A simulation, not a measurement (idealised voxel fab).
The name of this process module is voxel self aligned contacts.
The figure presents cross-section cut, which has a width of 250 nm and is divided into square cells with an edge length of 5 nm.
Throughout this document, each cross-section is represented as a grid of square cells and is presented as a sequence of bands enumerated from the top downward, where a band comprises one or more rows of cells. Band: top and bottom heights (nm) first, top before bottom; then materials from left to right, widths in nm. "full width" marks a sole material filling the band edge to edge. "empty" denotes empty space. All heights in this document are referenced to 0, defined as the level beneath which the wafer, as received, consists entirely of one material. The lowest band is not bounded below; it extends indefinitely downward and is written in the form "z 0 and below". Width spec "30 to 40" -> top row of cells at first value, bottom row at second value, equal per-row change in between. When a step is marked "nothing different", none of the cells in the cross-section changed during that step. Closed-off voids of 8+ cells (no open route to the top) go in "Voids, sealed", written width x height at distance from the left edge, in nm. It should be noted that, on the line of a given step, the content following the step's settings is a remark produced by the simulator itself with respect to that step. "overlay nm" answers the question of how far to the right of plan the mask lay on a step that has a mask, and when it is negative the answer is to the left.

## Process steps foreseen in the plan
1 op RECEIVE | material Si
2 op OXIDIZE | depth nm 5
3 op DIRECTIONAL_DEP | material polySi | thk nm 25
4 op DIRECTIONAL_DEP | material SiN | thk nm 25
5 op DIRECTIONAL_DEP | material aC | thk nm 15
6 op PATTERN | tone cover | mask id GATE | material resist | width nm 35 | pitch nm 75 | thk nm 35 | overlay nm 0
7 op DIRECTIONAL_ETCH | etch materials aC | depth nm 15
8 op STRIP | etch materials resist
9 op DIRECTIONAL_ETCH | etch materials SiN | depth nm 25
10 op DIRECTIONAL_ETCH | etch materials polySi | depth nm 15
11 op STRIP | etch materials aC
12 op CONFORMAL_DEP | material SiN | thk nm 10
13 op DIRECTIONAL_ETCH | etch materials SiN | depth nm 10
14 op FILL_DEP | material SiO2 | thk nm 15
15 op CMP | height nm 55
16 op MASKED_ETCH | tone open | mask id CONTACT | width nm 60 | etch materials SiO2 | depth nm 60 | overlay nm 0
17 op CONFORMAL_DEP | material TiN | thk nm 5
18 op FILL_DEP | material Ru | thk nm 5
19 op CMP | height nm 55
20 op CONFORMAL_DEP | material SiN | thk nm 5
Split variable: depth nm, step 10. Plan value = first wafer. Wafers start alike.

## Cross-section of the first of several wafers on receipt, reflecting completion of step 1
> z 0 and below: Si full width
> Voids, sealed: none

## The figure below presents a cross-section of the first of several wafers at the conclusion of the module, following its last step, step 20
> z 60 to 55: SiN full width
> z 55 to 50: 95 SiO2 / 25 TiN / 10 Ru / 25 TiN / 95 SiO2
> z 50 to 25: 60 SiO2 / 55 SiN / 5 TiN / 10 Ru / 5 TiN / 55 SiN / 60 SiO2
> z 25 to 15: 60 SiO2 / 10 SiN / 35 polySi / 10 SiN / 5 TiN / 10 Ru / 5 TiN / 10 SiN / 35 polySi / 10 SiN / 60 SiO2
> z 15 to 10: 60 SiO2 / 10 SiN / 35 polySi / 10 SiN / 20 TiN / 10 SiN / 35 polySi / 10 SiN / 60 SiO2
> z 10 to 0: polySi full width
> z 0 to -5: SiO2 full width
> z -5 and below: Si full width
> Voids, sealed: none

## End of module: cross-section, last of several wafers
> z 60 to 55: SiN full width
> z 55 to 50: 95 SiO2 / 25 TiN / 10 Ru / 25 TiN / 95 SiO2
> z 50 to 25: 60 SiO2 / 55 SiN / 5 TiN / 10 Ru / 5 TiN / 55 SiN / 60 SiO2
> z 25 to 0: 60 SiO2 / 10 SiN / 35 polySi / 10 SiN / 5 TiN / 10 Ru / 5 TiN / 10 SiN / 35 polySi / 10 SiN / 60 SiO2
> z 0 to -5: 115 SiO2 / 20 TiN / 115 SiO2
> z -5 and below: Si full width
> Voids, sealed: none

## Take any row and you have a wafer at the end of the module: how many cells of each material it has gained (+) or lost (-) since it was received, and then its closed voids
depth nm 15 | +16 Ru | -50 Si | +184 SiN | +280 SiO2 | +28 TiN | +142 polySi | Voids, sealed: none
depth nm 20 | +18 Ru | -50 Si | +192 SiN | +304 SiO2 | +30 TiN | +106 polySi | Voids, sealed: none
depth nm 25 | +22 Ru | -50 Si | +200 SiN | +324 SiO2 | +34 TiN | +70 polySi | Voids, sealed: none
depth nm 30 | +22 Ru | -50 Si | +200 SiN | +324 SiO2 | +34 TiN | +70 polySi | Voids, sealed: none
depth nm 35 | +22 Ru | -50 Si | +200 SiN | +324 SiO2 | +34 TiN | +70 polySi | Voids, sealed: none
depth nm 40 | +22 Ru | -50 Si | +200 SiN | +324 SiO2 | +34 TiN | +70 polySi | Voids, sealed: none
